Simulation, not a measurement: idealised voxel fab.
The document below concerns the process module designated voxel transistor to metal.
FYI the section here is cut, 150 nm wide, cells are 5 nm squares.
Cross-section layout: square cells on a grid; listed as bands, top to bottom; a band spans one or more cell rows. For a band, the entry starts with two heights in nm, that of the top and then that of the bottom, and carries on with the band's materials in order from left to right, each alongside its width in nm; the word "edge to edge" beside a single material means it fills the band edge to edge, and "blank" means empty space. Heads up on the height convention: 0 is the point under which the incoming wafer is all one material, and the lowest band has no bottom, it just keeps going down, like "top 0, no bottom". A width given as "30..40" starts at the first number in the band's top row and ends at the second number in its bottom row, shifting by an equal amount at every step from row to row. No cell of the cross-section changed in a step that is given as "remained the same". Entry "Unvented cavities" = empty spaces >= 8 cells with no open way to the top; each as width x height at distance, distance from left edge, all nm. Note: text after step settings on the step line = simulator remark on that step. Regarding "overlay nm": on a step with a mask, it is the distance the mask lay to the right of its planned place; a negative value places it to the left.
[The process steps that were planned are listed below]
1 RECEIVE with material Si
2 OXIDIZE with depth nm 5
3 CONFORMAL_DEP with material SiN, thk nm 10
4 PATTERN with tone cover, mask id ACTIVE, material resist, width nm 120, thk nm 15, overlay nm 0
5 DIRECTIONAL_ETCH with etch materials SiN, depth nm 10
6 DIRECTIONAL_ETCH with etch materials SiO2, depth nm 5
7 DIRECTIONAL_ETCH with etch materials Si, depth nm 35
8 STRIP with etch materials resist
9 FILL_DEP with material SiO2, thk nm 10
10 CMP with height nm 10
11 SELECTIVE_ETCH with etch materials SiO2, depth nm 10
12 STRIP with etch materials SiN
13 SELECTIVE_ETCH with etch materials SiO2, depth nm 5
14 OXIDIZE with depth nm 5
15 DIRECTIONAL_DEP with material polySi, thk nm 20
16 DIRECTIONAL_DEP with material SiCN, thk nm 15
17 MASKED_ETCH with tone cover, mask id GATE, width nm 30, etch materials SiCN, depth nm 25, overlay nm 0
18 MASKED_ETCH with tone cover, mask id GATE, width nm 30, etch materials polySi, depth nm 30, overlay nm 0
19 CONFORMAL_DEP with material SiO2, thk nm 5
20 DIRECTIONAL_ETCH with etch materials SiO2, depth nm 5
21 CONFORMAL_DEP with material SiN, thk nm 10
22 DIRECTIONAL_ETCH with etch materials SiN, depth nm 10
23 DIRECTIONAL_ETCH with etch materials SiO2, depth nm 5
24 DIRECTIONAL_ETCH with etch materials Si, depth nm 5
25 EPI with material nSi, thk nm 5
26 FILL_DEP with material SiO2, thk nm 5
27 CMP with height nm 15
28 STRIP with etch materials polySi
29 SELECTIVE_ETCH with etch materials SiO2, depth nm 5
30 CONFORMAL_DEP with material HfO2, thk nm 5
31 CONFORMAL_DEP with material TiN, thk nm 5
32 FILL_DEP with material W, thk nm 5
33 CMP with height nm 10
34 DIRECTIONAL_DEP with material SiO2, thk nm 15
35 PATTERN with tone open, mask id CONTACT, material resist, width nm 20, pitch nm 90, thk nm 15, overlay nm 0
36 DIRECTIONAL_ETCH with etch materials SiO2, depth nm 35
37 STRIP with etch materials resist
38 CONFORMAL_DEP with material TiN, thk nm 5
39 FILL_DEP with material W, thk nm 10
40 CMP with height nm 25
41 CONFORMAL_DEP with material SiCN, thk nm 5
42 DIRECTIONAL_DEP with material lowk, thk nm 25
43 MASKED_ETCH with tone open, mask id METAL_1, width nm 20, pitch nm 90, etch materials lowk, depth nm 25, overlay nm 0
44 MASKED_ETCH with tone open, mask id METAL_1, width nm 20, pitch nm 90, etch materials SiCN, depth nm 5, overlay nm 0
45 CONFORMAL_DEP with material TiN, thk nm 5
46 FILL_DEP with material Cu, thk nm 10
47 CMP with height nm 55
48 CONFORMAL_DEP with material SiCN, thk nm 5
49 DIRECTIONAL_DEP with material lowk, thk nm 25
50 DIRECTIONAL_DEP with material aC, thk nm 10
51 PATTERN with tone open, mask id METAL_2, material resist, width nm 20, pitch nm 90, thk nm 30, overlay nm 0
52 DIRECTIONAL_ETCH with etch materials aC, depth nm 10
53 STRIP with etch materials resist
54 DIRECTIONAL_ETCH with etch materials lowk, depth nm 15
55 STRIP with etch materials aC
56 DIRECTIONAL_DEP with material aC, thk nm 15
57 PATTERN with tone open, mask id METAL_2_HOLES, material resist, width nm 15, pitch nm 90, thk nm 30, overlay nm 0
58 DIRECTIONAL_ETCH with etch materials aC, depth nm 15
59 STRIP with etch materials resist
60 DIRECTIONAL_ETCH with etch materials lowk, depth nm 10
61 DIRECTIONAL_ETCH with etch materials SiCN, depth nm 5
62 STRIP with etch materials aC
63 CONFORMAL_DEP with material TiN, thk nm 5
64 FILL_DEP with material Ru, thk nm 10
65 CMP with height nm 85
66 CONFORMAL_DEP with material SiN, thk nm 5
[Cross-section of the wafer as it came to us, i.e., already through step 1]
* top 0, no bottom = Si edge to edge
* Unvented cavities: none
[End-of-module cross-section. Starting structure and process plan as above; one mistake made in running it]
* top 90, bottom 85 = SiN edge to edge
* top 85, bottom 75 = 15 nm lowk; 5 nm TiN; 20 nm Ru; 5 nm TiN; 60 nm lowk; 5 nm TiN; 20 nm Ru; 5 nm TiN; 15 nm lowk
* top 75, bottom 70 = 15 nm lowk; 10 nm TiN; 5 nm Ru; 15 nm TiN; 60 nm lowk; 10 nm TiN; 5 nm Ru; 15 nm TiN; 15 nm lowk
* top 70, bottom 60 = 20 nm lowk; 5 nm TiN; 5 nm Ru; 5 nm TiN; 75 nm lowk; 5 nm TiN; 5 nm Ru; 5 nm TiN; 25 nm lowk
* top 60, bottom 55 = 20 nm SiCN; 15 nm TiN; 75 nm SiCN; 15 nm TiN; 25 nm SiCN
* top 55, bottom 30 = 20 nm lowk; 5 nm TiN; 10 nm Cu; 5 nm TiN; 70 nm lowk; 5 nm TiN; 10 nm Cu; 5 nm TiN; 20 nm lowk
* top 30, bottom 25 = 20 nm SiCN; 20 nm TiN; 70 nm SiCN; 20 nm TiN; 20 nm SiCN
* top 25, bottom 10 = 20 nm SiO2; 5 nm TiN; 10 nm W; 5 nm TiN; 70 nm SiO2; 5 nm TiN; 10 nm W; 5 nm TiN; 20 nm SiO2
* top 10, bottom 0 = 20 nm SiO2; 5 nm TiN; 10 nm W; 5 nm TiN; 5 nm SiO2; 10 nm SiN; 5 nm HfO2; 5 nm TiN; 20 nm W; 5 nm TiN; 5 nm HfO2; 10 nm SiN; 5 nm SiO2; 5 nm TiN; 10 nm W; 5 nm TiN; 20 nm SiO2
* top 0, bottom -5 = 20 nm SiO2; 5 nm TiN; 10 nm W; 5 nm TiN; 5 nm SiO2; 10 nm SiN; 5 nm HfO2; 30 nm TiN; 5 nm HfO2; 10 nm SiN; 5 nm SiO2; 5 nm TiN; 10 nm W; 5 nm TiN; 20 nm SiO2
* top -5, bottom -10 = 20 nm SiO2; 20 nm TiN; 5 nm nSi; 10 nm SiO2; 40 nm HfO2; 10 nm SiO2; 5 nm nSi; 20 nm TiN; 20 nm SiO2
* top -10, bottom -15 = 15 nm SiO2; 30 nm nSi; 60 nm Si; 30 nm nSi; 15 nm SiO2
* top -15, bottom -40 = 15 nm SiO2; 120 nm Si; 15 nm SiO2
* top -40, no bottom = Si edge to edge
* Unvented cavities: none
What was the processing mistake? note that step 51 departed from the planned setting and was carried out as PATTERN with tone open, mask id METAL_2, material resist, width nm 30, pitch nm 90, thk nm 30, overlay nm 0
